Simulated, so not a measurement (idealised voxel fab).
Process module under the name voxel self aligned vias
In the cross-section labelled cut, the width is 300 nm and each square cell is 5 nm.
Each cross-section below is a grid of square cells, stated as bands in top-down order, with one or more rows of cells making up each band. This entry defines a band. It first specifies the height of the band's top and the height of its bottom in nm, and then specifies the band's materials from left to right, stating each material with its width in nm. The word "throughout" identifies a single material that fills the band from edge to edge, while the word "empty" identifies empty space. Note: height 0 marks the level under which the wafer is uniformly one material as received. Lowest band unbounded below, written "0 and below". A width such as "30..40" changes by the same amount from each row of cells to the next, from the band's top row to its bottom row. Reading "remained the same" for a step: not a cell of the cross-section changed in it. Unvented cavities: empty space of 8 cells or more with no open way to the top, each as width x height at its distance from the left edge, in nm. Step line, after settings: the simulator's comment on this step. If you see "overlay nm" on a step's line and that step has a mask, it's telling you how far right of where it was planned the mask ended up; a negative number means it went left instead.

### The process steps that were planned are listed below
1,RECEIVE | material Si
2,CONFORMAL_DEP | material SiO2 | thk nm 15
3,CONFORMAL_DEP | material SiCN | thk nm 5
4,DIRECTIONAL_DEP | material lowk | thk nm 30
5,MASKED_ETCH | tone open | mask id LINES | width nm 20 | pitch nm 65 | etch materials lowk | depth nm 30 | overlay nm 0
6,CONFORMAL_DEP | material TiN | thk nm 5
7,FILL_DEP | material W | thk nm 10
8,CMP | height nm 50
9,SELECTIVE_ETCH | etch materials W Ru TiN | depth nm 5
10,FILL_DEP | material SiN | thk nm 10
11,CMP | height nm 50
12,DIRECTIONAL_DEP | material lowk | thk nm 15
13,PATTERN | tone open | mask id VIAS | material resist | width nm 40 | pitch nm 65 | thk nm 15 | overlay nm 0
14,DIRECTIONAL_ETCH | etch materials lowk | depth nm 15
15,DIRECTIONAL_ETCH | etch materials SiN | depth nm 5
16,STRIP | etch materials resist
17,CONFORMAL_DEP | material TiN | thk nm 5
18,FILL_DEP | material Cu | thk nm 10
19,CMP | height nm 65
20,CONFORMAL_DEP | material SiN | thk nm 5

### first wafer, as planned

### Incoming wafer, cross-sectional view, post step 1
* 0 and below | Si throughout
* Unvented cavities: none

### Cross-sectional representation of the wafer at the conclusion of step 2
* 15 down to 0 | SiO2 throughout
* Below 0 it's all the same as before, nothing changed down there.

### Cross-sectional representation of the wafer at the conclusion of step 3
* 20 down to 15 | SiCN throughout
* Below 15 it's all the same as before, nothing changed down there.

### Cross-sectional representation of the wafer at the conclusion of step 4
* 50 down to 20 | lowk throughout
* Below 20 it's all the same as before, nothing changed down there.

### Cross-sectional representation of the wafer at the conclusion of step 5
* 50 down to 20 | 75 nm lowk  20 nm empty  45 nm lowk  20 nm empty  45 nm lowk  20 nm empty  75 nm lowk
* Below 20 it's all the same as before, nothing changed down there.

### Cross-sectional representation of the wafer at the conclusion of step 6
* 55 down to 50 | 80 nm TiN  10 nm empty  55 nm TiN  10 nm empty  55 nm TiN  10 nm empty  80 nm TiN
* 50 down to 25 | 75 nm lowk  5 nm TiN  10 nm empty  5 nm TiN  45 nm lowk  5 nm TiN  10 nm empty  5 nm TiN  45 nm lowk  5 nm TiN  10 nm empty  5 nm TiN  75 nm lowk
* 25 down to 20 | 75 nm lowk  20 nm TiN  45 nm lowk  20 nm TiN  45 nm lowk  20 nm TiN  75 nm lowk
* Below 20 it's all the same as before, nothing changed down there.

### Cross-sectional representation of the wafer at the conclusion of step 7
* 65 down to 55 | W throughout
* 55 down to 50 | 80 nm TiN  10 nm W  55 nm TiN  10 nm W  55 nm TiN  10 nm W  80 nm TiN
* 50 down to 25 | 75 nm lowk  5 nm TiN  10 nm W  5 nm TiN  45 nm lowk  5 nm TiN  10 nm W  5 nm TiN  45 nm lowk  5 nm TiN  10 nm W  5 nm TiN  75 nm lowk
* Below 25 it's all the same as before, nothing changed down there.

### Cross-sectional representation of the wafer at the conclusion of step 8
* 50 down to 25 | 75 nm lowk  5 nm TiN  10 nm W  5 nm TiN  45 nm lowk  5 nm TiN  10 nm W  5 nm TiN  45 nm lowk  5 nm TiN  10 nm W  5 nm TiN  75 nm lowk
* Below 25 it's all the same as before, nothing changed down there.

### Cross-sectional representation of the wafer at the conclusion of step 9
* 50 down to 45 | 75 nm lowk  20 nm empty  45 nm lowk  20 nm empty  45 nm lowk  20 nm empty  75 nm lowk
* Below 45 it's all the same as before, nothing changed down there.

### Cross-sectional representation of the wafer at the conclusion of step 10
* 60 down to 50 | SiN throughout
* 50 down to 45 | 75 nm lowk  20 nm SiN  45 nm lowk  20 nm SiN  45 nm lowk  20 nm SiN  75 nm lowk
* Below 45 it's all the same as before, nothing changed down there.

### Cross-sectional representation of the wafer at the conclusion of step 11
* 50 down to 45 | 75 nm lowk  20 nm SiN  45 nm lowk  20 nm SiN  45 nm lowk  20 nm SiN  75 nm lowk
* Below 45 it's all the same as before, nothing changed down there.

### Cross-sectional representation of the wafer at the conclusion of step 12
* 65 down to 50 | lowk throughout
* Below 50 it's all the same as before, nothing changed down there.

### Cross-sectional representation of the wafer at the conclusion of step 13
* 80 down to 65 | 65 nm resist  40 nm empty  25 nm resist  40 nm empty  25 nm resist  40 nm empty  65 nm resist
* Below 65 it's all the same as before, nothing changed down there.

### Cross-sectional representation of the wafer at the conclusion of step 14
* 80 down to 65 | 65 nm resist  40 nm empty  25 nm resist  40 nm empty  25 nm resist  40 nm empty  65 nm resist
* 65 down to 50 | 65 nm lowk  40 nm empty  25 nm lowk  40 nm empty  25 nm lowk  40 nm empty  65 nm lowk
* Below 50 it's all the same as before, nothing changed down there.

### Cross-sectional representation of the wafer at the conclusion of step 15
* 80 down to 65 | 65 nm resist  40 nm empty  25 nm resist  40 nm empty  25 nm resist  40 nm empty  65 nm resist
* 65 down to 50 | 65 nm lowk  40 nm empty  25 nm lowk  40 nm empty  25 nm lowk  40 nm empty  65 nm lowk
* 50 down to 45 | 75 nm lowk  20 nm empty  45 nm lowk  20 nm empty  45 nm lowk  20 nm empty  75 nm lowk
* Below 45 it's all the same as before, nothing changed down there.

### Cross-sectional representation of the wafer at the conclusion of step 16
* 65 down to 50 | 65 nm lowk  40 nm empty  25 nm lowk  40 nm empty  25 nm lowk  40 nm empty  65 nm lowk
* Below 50 it's all the same as before, nothing changed down there.

### Cross-sectional representation of the wafer at the conclusion of step 17
* 70 down to 65 | 70 nm TiN  30 nm empty  35 nm TiN  30 nm empty  35 nm TiN  30 nm empty  70 nm TiN
* 65 down to 55 | 65 nm lowk  5 nm TiN  30 nm empty  5 nm TiN  25 nm lowk  5 nm TiN  30 nm empty  5 nm TiN  25 nm lowk  5 nm TiN  30 nm empty  5 nm TiN  65 nm lowk
* 55 down to 50 | 65 nm lowk  15 nm TiN  10 nm empty  15 nm TiN  25 nm lowk  15 nm TiN  10 nm empty  15 nm TiN  25 nm lowk  15 nm TiN  10 nm empty  15 nm TiN  65 nm lowk
* 50 down to 45 | 75 nm lowk  20 nm TiN  45 nm lowk  20 nm TiN  45 nm lowk  20 nm TiN  75 nm lowk
* Below 45 it's all the same as before, nothing changed down there.

### Cross-sectional representation of the wafer at the conclusion of step 18
* 80 down to 70 | Cu throughout
* 70 down to 65 | 70 nm TiN  30 nm Cu  35 nm TiN  30 nm Cu  35 nm TiN  30 nm Cu  70 nm TiN
* 65 down to 55 | 65 nm lowk  5 nm TiN  30 nm Cu  5 nm TiN  25 nm lowk  5 nm TiN  30 nm Cu  5 nm TiN  25 nm lowk  5 nm TiN  30 nm Cu  5 nm TiN  65 nm lowk
* 55 down to 50 | 65 nm lowk  15 nm TiN  10 nm Cu  15 nm TiN  25 nm lowk  15 nm TiN  10 nm Cu  15 nm TiN  25 nm lowk  15 nm TiN  10 nm Cu  15 nm TiN  65 nm lowk
* Below 50 it's all the same as before, nothing changed down there.

### Cross-sectional representation of the wafer at the conclusion of step 19
* 65 down to 55 | 65 nm lowk  5 nm TiN  30 nm Cu  5 nm TiN  25 nm lowk  5 nm TiN  30 nm Cu  5 nm TiN  25 nm lowk  5 nm TiN  30 nm Cu  5 nm TiN  65 nm lowk
* Below 55 it's all the same as before, nothing changed down there.

### Cross-sectional representation of the wafer at the conclusion of step 20
* 70 down to 65 | SiN throughout
* Below 65 it's all the same as before, nothing changed down there.

### Wafer two: like wafer one in start and plan, but with one mistake in execution; identical up to and including step 1

### Cross-section, second wafer, at the end time the plan gives for step 2
* 25 down to 0 | SiO2 throughout
* Below 0 it's all the same as before, nothing changed down there.

### Cross-section, second wafer, at the end time the plan gives for step 3
* 30 down to 25 | SiCN throughout
* Below 25 it's all the same as before, nothing changed down there.

### Cross-section, second wafer, at the end time the plan gives for step 4
* 60 down to 30 | lowk throughout
* Below 30 it's all the same as before, nothing changed down there.

### Cross-section, second wafer, at the end time the plan gives for step 5
* 60 down to 30 | 75 nm lowk  20 nm empty  45 nm lowk  20 nm empty  45 nm lowk  20 nm empty  75 nm lowk
* Below 30 it's all the same as before, nothing changed down there.

### Cross-section, second wafer, at the end time the plan gives for step 6
* 65 down to 60 | 80 nm TiN  10 nm empty  55 nm TiN  10 nm empty  55 nm TiN  10 nm empty  80 nm TiN
* 60 down to 35 | 75 nm lowk  5 nm TiN  10 nm empty  5 nm TiN  45 nm lowk  5 nm TiN  10 nm empty  5 nm TiN  45 nm lowk  5 nm TiN  10 nm empty  5 nm TiN  75 nm lowk
* 35 down to 30 | 75 nm lowk  20 nm TiN  45 nm lowk  20 nm TiN  45 nm lowk  20 nm TiN  75 nm lowk
* Below 30 it's all the same as before, nothing changed down there.

### Cross-section, second wafer, at the end time the plan gives for step 7
* 75 down to 65 | W throughout
* 65 down to 60 | 80 nm TiN  10 nm W  55 nm TiN  10 nm W  55 nm TiN  10 nm W  80 nm TiN
* 60 down to 35 | 75 nm lowk  5 nm TiN  10 nm W  5 nm TiN  45 nm lowk  5 nm TiN  10 nm W  5 nm TiN  45 nm lowk  5 nm TiN  10 nm W  5 nm TiN  75 nm lowk
* Below 35 it's all the same as before, nothing changed down there.

### Cross-section, second wafer, at the end time the plan gives for step 8
* 50 down to 35 | 75 nm lowk  5 nm TiN  10 nm W  5 nm TiN  45 nm lowk  5 nm TiN  10 nm W  5 nm TiN  45 nm lowk  5 nm TiN  10 nm W  5 nm TiN  75 nm lowk
* Below 35 it's all the same as before, nothing changed down there.

### Cross-section, second wafer, at the end time the plan gives for step 9
* 50 down to 45 | 75 nm lowk  20 nm empty  45 nm lowk  20 nm empty  45 nm lowk  20 nm empty  75 nm lowk
* Below 45 it's all the same as before, nothing changed down there.

### Cross-section, second wafer, at the end time the plan gives for step 10
* 60 down to 50 | SiN throughout
* 50 down to 45 | 75 nm lowk  20 nm SiN  45 nm lowk  20 nm SiN  45 nm lowk  20 nm SiN  75 nm lowk
* Below 45 it's all the same as before, nothing changed down there.

### Cross-section, second wafer, at the end time the plan gives for step 11
* 50 down to 45 | 75 nm lowk  20 nm SiN  45 nm lowk  20 nm SiN  45 nm lowk  20 nm SiN  75 nm lowk
* Below 45 it's all the same as before, nothing changed down there.

### Cross-section, second wafer, at the end time the plan gives for step 12
* 65 down to 50 | lowk throughout
* Below 50 it's all the same as before, nothing changed down there.

### Cross-section, second wafer, at the end time the plan gives for step 13
* 80 down to 65 | 65 nm resist  40 nm empty  25 nm resist  40 nm empty  25 nm resist  40 nm empty  65 nm resist
* Below 65 it's all the same as before, nothing changed down there.

### Cross-section, second wafer, at the end time the plan gives for step 14
* 80 down to 65 | 65 nm resist  40 nm empty  25 nm resist  40 nm empty  25 nm resist  40 nm empty  65 nm resist
* 65 down to 50 | 65 nm lowk  40 nm empty  25 nm lowk  40 nm empty  25 nm lowk  40 nm empty  65 nm lowk
* Below 50 it's all the same as before, nothing changed down there.

### Cross-section, second wafer, at the end time the plan gives for step 15
* 80 down to 65 | 65 nm resist  40 nm empty  25 nm resist  40 nm empty  25 nm resist  40 nm empty  65 nm resist
* 65 down to 50 | 65 nm lowk  40 nm empty  25 nm lowk  40 nm empty  25 nm lowk  40 nm empty  65 nm lowk
* 50 down to 45 | 75 nm lowk  20 nm empty  45 nm lowk  20 nm empty  45 nm lowk  20 nm empty  75 nm lowk
* Below 45 it's all the same as before, nothing changed down there.

### Cross-section, second wafer, at the end time the plan gives for step 16
* 65 down to 50 | 65 nm lowk  40 nm empty  25 nm lowk  40 nm empty  25 nm lowk  40 nm empty  65 nm lowk
* Below 50 it's all the same as before, nothing changed down there.

### Cross-section, second wafer, at the end time the plan gives for step 17
* 70 down to 65 | 70 nm TiN  30 nm empty  35 nm TiN  30 nm empty  35 nm TiN  30 nm empty  70 nm TiN
* 65 down to 55 | 65 nm lowk  5 nm TiN  30 nm empty  5 nm TiN  25 nm lowk  5 nm TiN  30 nm empty  5 nm TiN  25 nm lowk  5 nm TiN  30 nm empty  5 nm TiN  65 nm lowk
* 55 down to 50 | 65 nm lowk  15 nm TiN  10 nm empty  15 nm TiN  25 nm lowk  15 nm TiN  10 nm empty  15 nm TiN  25 nm lowk  15 nm TiN  10 nm empty  15 nm TiN  65 nm lowk
* 50 down to 45 | 75 nm lowk  20 nm TiN  45 nm lowk  20 nm TiN  45 nm lowk  20 nm TiN  75 nm lowk
* Below 45 it's all the same as before, nothing changed down there.

### Cross-section, second wafer, at the end time the plan gives for step 18
* 80 down to 70 | Cu throughout
* 70 down to 65 | 70 nm TiN  30 nm Cu  35 nm TiN  30 nm Cu  35 nm TiN  30 nm Cu  70 nm TiN
* 65 down to 55 | 65 nm lowk  5 nm TiN  30 nm Cu  5 nm TiN  25 nm lowk  5 nm TiN  30 nm Cu  5 nm TiN  25 nm lowk  5 nm TiN  30 nm Cu  5 nm TiN  65 nm lowk
* 55 down to 50 | 65 nm lowk  15 nm TiN  10 nm Cu  15 nm TiN  25 nm lowk  15 nm TiN  10 nm Cu  15 nm TiN  25 nm lowk  15 nm TiN  10 nm Cu  15 nm TiN  65 nm lowk
* Below 50 it's all the same as before, nothing changed down there.

### Cross-section, second wafer, at the end time the plan gives for step 19
* 65 down to 55 | 65 nm lowk  5 nm TiN  30 nm Cu  5 nm TiN  25 nm lowk  5 nm TiN  30 nm Cu  5 nm TiN  25 nm lowk  5 nm TiN  30 nm Cu  5 nm TiN  65 nm lowk
* Below 55 it's all the same as before, nothing changed down there.

### Cross-section, second wafer, at the end time the plan gives for step 20
* 70 down to 65 | SiN throughout
* Below 65 it's all the same as before, nothing changed down there.
What was done differently from what was planned? step 2 went in with a setting other than planned; the actual run was CONFORMAL_DEP | material SiO2 | thk nm 25
The second wafer ends with more or fewer cells of some materials than the first, per final count: +120 SiO2; -12 TiN; -12 W; -96 lowk
